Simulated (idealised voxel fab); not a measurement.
process module | voxel gate over fins
cross-section cut | 255 nm wide | cells 5 nm
A cross-section is a grid of square cells, given in bands from the top down. A band is one or more rows of cells.
Each band's line starts with the height of the band's top and of its bottom, in nm. Then come its materials from left to right, each with its width in nm. One material with "throughout" fills the band from edge to edge. "air" is empty space.
Height 0 is the level under which the wafer as received is all one material. The lowest band goes on downwards, as in "0 down".
A width such as "30 to 40" changes by the same amount from each row of cells to the next, from the band's top row to its bottom row.
"no change" after a step means that no cell of the cross-section changed.
closed voids: empty space of 8 cells or more with no open way to the top, each as width x height at its distance from the left edge, in nm
after a step's settings: what the simulator itself notes on the step
overlay nm, on a step with a mask: how far to the right of its planned place the mask lay; to the left if negative
plan
1 op RECEIVE | material Si
2 op CONFORMAL_DEP | material SiN | thk nm 10
3 op DIRECTIONAL_DEP | material aC | thk nm 10
4 op PATTERN | tone cover | mask id FINS | material resist | width nm 15 | pitch nm 45 | thk nm 25 | overlay nm 0
5 op DIRECTIONAL_ETCH | etch materials aC | depth nm 10
6 op STRIP | etch materials resist
7 op DIRECTIONAL_ETCH | etch materials SiN | depth nm 10
8 op DIRECTIONAL_ETCH | etch materials Si | depth nm 40
9 op STRIP | etch materials aC
10 op FILL_DEP | material SiO2 | thk nm 5
11 op CMP | height nm 10
12 op SELECTIVE_ETCH | etch materials SiO2 | depth nm 25
13 op STRIP | etch materials SiN
14 op CONFORMAL_DEP | material HfO2 | thk nm 5
15 op CONFORMAL_DEP | material TiN | thk nm 5
16 op FILL_DEP | material W | thk nm 15
17 op CMP | height nm 20
18 op CONFORMAL_DEP | material SiN | thk nm 5
first wafer, as planned
as received, after step 1
  0 down: Si throughout
  closed voids: none
after step 2
  10 to 0: SiN throughout
  below 0: unchanged
after step 3
  20 to 10: aC throughout
  below 10: unchanged
after step 4
  45 to 20: air 75 | resist 15 | air 30 | resist 15 | air 30 | resist 15 | air 75
  below 20: unchanged
after step 5
  35 to 20: air 75 | resist 15 | air 30 | resist 15 | air 30 | resist 15 | air 75
  20 to 10: air 75 | aC 15 | air 30 | aC 15 | air 30 | aC 15 | air 75
  below 10: unchanged
after step 6
  20 to 10: air 75 | aC 15 | air 30 | aC 15 | air 30 | aC 15 | air 75
  below 10: unchanged
after step 7
  20 to 10: air 75 | aC 15 | air 30 | aC 15 | air 30 | aC 15 | air 75
  10 to 0: air 75 | SiN 15 | air 30 | SiN 15 | air 30 | SiN 15 | air 75
  below 0: unchanged
after step 8
  20 to 10: air 75 | aC 15 | air 30 | aC 15 | air 30 | aC 15 | air 75
  10 to 0: air 75 | SiN 15 | air 30 | SiN 15 | air 30 | SiN 15 | air 75
  0 to -40: air 75 | Si 15 | air 30 | Si 15 | air 30 | Si 15 | air 75
  below -40: unchanged
after step 9
  10 to 0: air 75 | SiN 15 | air 30 | SiN 15 | air 30 | SiN 15 | air 75
  below 0: unchanged
after step 10
  15 to 10: SiO2 throughout
  10 to 0: SiO2 75 | SiN 15 | SiO2 30 | SiN 15 | SiO2 30 | SiN 15 | SiO2 75
  0 to -40: SiO2 75 | Si 15 | SiO2 30 | Si 15 | SiO2 30 | Si 15 | SiO2 75
  below -40: unchanged
after step 11
  10 to 0: SiO2 75 | SiN 15 | SiO2 30 | SiN 15 | SiO2 30 | SiN 15 | SiO2 75
  below 0: unchanged
after step 12
  10 to 0: air 75 | SiN 15 | air 30 | SiN 15 | air 30 | SiN 15 | air 75
  0 to -15: air 75 | Si 15 | air 30 | Si 15 | air 30 | Si 15 | air 75
  below -15: unchanged
after step 13
  0 to -15: air 75 | Si 15 | air 30 | Si 15 | air 30 | Si 15 | air 75
  below -15: unchanged
after step 14
  5 to 0: air 70 | HfO2 25 | air 20 | HfO2 25 | air 20 | HfO2 25 | air 70
  0 to -10: air 70 | HfO2 5 | Si 15 | HfO2 5 | air 20 | HfO2 5 | Si 15 | HfO2 5 | air 20 | HfO2 5 | Si 15 | HfO2 5 | air 70
  -10 to -15: HfO2 75 | Si 15 | HfO2 30 | Si 15 | HfO2 30 | Si 15 | HfO2 75
  below -15: unchanged
after step 15
  10 to 5: air 65 | TiN 35 | air 10 | TiN 35 | air 10 | TiN 35 | air 65
  5 to 0: air 65 | TiN 5 | HfO2 25 | TiN 5 | air 10 | TiN 5 | HfO2 25 | TiN 5 | air 10 | TiN 5 | HfO2 25 | TiN 5 | air 65
  0 to -5: air 65 | TiN 5 | HfO2 5 | Si 15 | HfO2 5 | TiN 5 | air 10 | TiN 5 | HfO2 5 | Si 15 | HfO2 5 | TiN 5 | air 10 | TiN 5 | HfO2 5 | Si 15 | HfO2 5 | TiN 5 | air 65
  -5 to -10: TiN 70 | HfO2 5 | Si 15 | HfO2 5 | TiN 20 | HfO2 5 | Si 15 | HfO2 5 | TiN 20 | HfO2 5 | Si 15 | HfO2 5 | TiN 70
  below -10: unchanged
after step 16
  25 to 10: W throughout
  10 to 5: W 65 | TiN 35 | W 10 | TiN 35 | W 10 | TiN 35 | W 65
  5 to 0: W 65 | TiN 5 | HfO2 25 | TiN 5 | W 10 | TiN 5 | HfO2 25 | TiN 5 | W 10 | TiN 5 | HfO2 25 | TiN 5 | W 65
  0 to -5: W 65 | TiN 5 | HfO2 5 | Si 15 | HfO2 5 | TiN 5 | W 10 | TiN 5 | HfO2 5 | Si 15 | HfO2 5 | TiN 5 | W 10 | TiN 5 | HfO2 5 | Si 15 | HfO2 5 | TiN 5 | W 65
  below -5: unchanged
after step 17
  20 to 10: W throughout
  below 10: unchanged
after step 18
  25 to 20: SiN throughout
  below 20: unchanged
second wafer: like start, like plan, one mistake. Through step 3 it matches the first wafer
when step 4 should have ended
  45 to 20: air 85 | resist 15 | air 30 | resist 15 | air 30 | resist 15 | air 65
  below 20: unchanged
when step 5 should have ended
  35 to 20: air 85 | resist 15 | air 30 | resist 15 | air 30 | resist 15 | air 65
  20 to 10: air 85 | aC 15 | air 30 | aC 15 | air 30 | aC 15 | air 65
  below 10: unchanged
when step 6 should have ended
  20 to 10: air 85 | aC 15 | air 30 | aC 15 | air 30 | aC 15 | air 65
  below 10: unchanged
when step 7 should have ended
  20 to 10: air 85 | aC 15 | air 30 | aC 15 | air 30 | aC 15 | air 65
  10 to 0: air 85 | SiN 15 | air 30 | SiN 15 | air 30 | SiN 15 | air 65
  below 0: unchanged
when step 8 should have ended
  20 to 10: air 85 | aC 15 | air 30 | aC 15 | air 30 | aC 15 | air 65
  10 to 0: air 85 | SiN 15 | air 30 | SiN 15 | air 30 | SiN 15 | air 65
  0 to -40: air 85 | Si 15 | air 30 | Si 15 | air 30 | Si 15 | air 65
  below -40: unchanged
when step 9 should have ended
  10 to 0: air 85 | SiN 15 | air 30 | SiN 15 | air 30 | SiN 15 | air 65
  below 0: unchanged
when step 10 should have ended
  15 to 10: SiO2 throughout
  10 to 0: SiO2 85 | SiN 15 | SiO2 30 | SiN 15 | SiO2 30 | SiN 15 | SiO2 65
  0 to -40: SiO2 85 | Si 15 | SiO2 30 | Si 15 | SiO2 30 | Si 15 | SiO2 65
  below -40: unchanged
when step 11 should have ended
  10 to 0: SiO2 85 | SiN 15 | SiO2 30 | SiN 15 | SiO2 30 | SiN 15 | SiO2 65
  below 0: unchanged
when step 12 should have ended
  10 to 0: air 85 | SiN 15 | air 30 | SiN 15 | air 30 | SiN 15 | air 65
  0 to -15: air 85 | Si 15 | air 30 | Si 15 | air 30 | Si 15 | air 65
  below -15: unchanged
when step 13 should have ended
  0 to -15: air 85 | Si 15 | air 30 | Si 15 | air 30 | Si 15 | air 65
  below -15: unchanged
when step 14 should have ended
  5 to 0: air 80 | HfO2 25 | air 20 | HfO2 25 | air 20 | HfO2 25 | air 60
  0 to -10: air 80 | HfO2 5 | Si 15 | HfO2 5 | air 20 | HfO2 5 | Si 15 | HfO2 5 | air 20 | HfO2 5 | Si 15 | HfO2 5 | air 60
  -10 to -15: HfO2 85 | Si 15 | HfO2 30 | Si 15 | HfO2 30 | Si 15 | HfO2 65
  below -15: unchanged
when step 15 should have ended
  10 to 5: air 75 | TiN 35 | air 10 | TiN 35 | air 10 | TiN 35 | air 55
  5 to 0: air 75 | TiN 5 | HfO2 25 | TiN 5 | air 10 | TiN 5 | HfO2 25 | TiN 5 | air 10 | TiN 5 | HfO2 25 | TiN 5 | air 55
  0 to -5: air 75 | TiN 5 | HfO2 5 | Si 15 | HfO2 5 | TiN 5 | air 10 | TiN 5 | HfO2 5 | Si 15 | HfO2 5 | TiN 5 | air 10 | TiN 5 | HfO2 5 | Si 15 | HfO2 5 | TiN 5 | air 55
  -5 to -10: TiN 80 | HfO2 5 | Si 15 | HfO2 5 | TiN 20 | HfO2 5 | Si 15 | HfO2 5 | TiN 20 | HfO2 5 | Si 15 | HfO2 5 | TiN 60
  below -10: unchanged
when step 16 should have ended
  25 to 10: W throughout
  10 to 5: W 75 | TiN 35 | W 10 | TiN 35 | W 10 | TiN 35 | W 55
  5 to 0: W 75 | TiN 5 | HfO2 25 | TiN 5 | W 10 | TiN 5 | HfO2 25 | TiN 5 | W 10 | TiN 5 | HfO2 25 | TiN 5 | W 55
  0 to -5: W 75 | TiN 5 | HfO2 5 | Si 15 | HfO2 5 | TiN 5 | W 10 | TiN 5 | HfO2 5 | Si 15 | HfO2 5 | TiN 5 | W 10 | TiN 5 | HfO2 5 | Si 15 | HfO2 5 | TiN 5 | W 55
  below -5: unchanged
when step 17 should have ended
  20 to 10: W throughout
  below 10: unchanged
when step 18 should have ended
  25 to 20: SiN throughout
  below 20: unchanged
what went wrong: step 4 ran as: op PATTERN | tone cover | mask id FINS | material resist | width nm 15 | pitch nm 45 | thk nm 25 | overlay nm 10
at the end the second wafer has, in cells: as many of each material as the first, in other places
